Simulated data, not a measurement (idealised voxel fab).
process module | voxel tone inversion
cross-section cut | 200 nm wide | cells 5 nm
A cross-section is a grid of square cells, given in bands from the top down. A band is one or more rows of cells.
Each band's line starts with the height of the band's top and of its bottom, in nm. Then come its materials from left to right, each with its width in nm. One material with "throughout" fills the band from edge to edge. "air" is empty space.
Height 0 is the level under which the wafer as received is all one material. The lowest band goes on downwards, as in "0 down".
A width such as "30 to 40" changes by the same amount from each row of cells to the next, from the band's top row to its bottom row.
"no change" after a step means that no cell of the cross-section changed.
closed voids: empty space of 8 cells or more with no open way to the top, each as width x height at its distance from the left edge, in nm
after a step's settings: what the simulator itself notes on the step
overlay nm, on a step with a mask: how far to the right of its planned place the mask lay; to the left if negative
plan
1 op RECEIVE | material Si
2 op CONFORMAL_DEP | material SiN | thk nm 10
3 op DIRECTIONAL_DEP | material polySi | thk nm 15
4 op PATTERN | tone cover | mask id POSTS | material resist | width nm 15 | pitch nm 35 | thk nm 25 | overlay nm 0
5 op DIRECTIONAL_ETCH | etch materials polySi | depth nm 15
6 op STRIP | etch materials resist
7 op FILL_DEP | material SiO2 | thk nm 10
8 op CMP | height nm 25
9 op STRIP | etch materials polySi
10 op CONFORMAL_DEP | material TiN | thk nm 5
11 op FILL_DEP | material Ru | thk nm 10
12 op CMP | height nm 25
13 op CONFORMAL_DEP | material SiN | thk nm 5
as received, after step 1
  0 down: Si throughout
  closed voids: none
a wafer at the end: this start, this plan, one mistake
  30 to 25: SiN throughout
  25 to 15: SiO2 45 | TiN 5 | Ru 5 | TiN 5 | SiO2 20 | TiN 5 | Ru 5 | TiN 5 | SiO2 20 | TiN 5 | Ru 5 | TiN 5 | SiO2 70
  15 to 10: SiO2 45 | TiN 15 | SiO2 20 | TiN 15 | SiO2 20 | TiN 15 | SiO2 70
  10 to 0: SiN throughout
  0 down: Si throughout
  closed voids: none
what went wrong: step 4 ran as: op PATTERN | tone cover | mask id POSTS | material resist | width nm 15 | pitch nm 35 | thk nm 25 | overlay nm -10
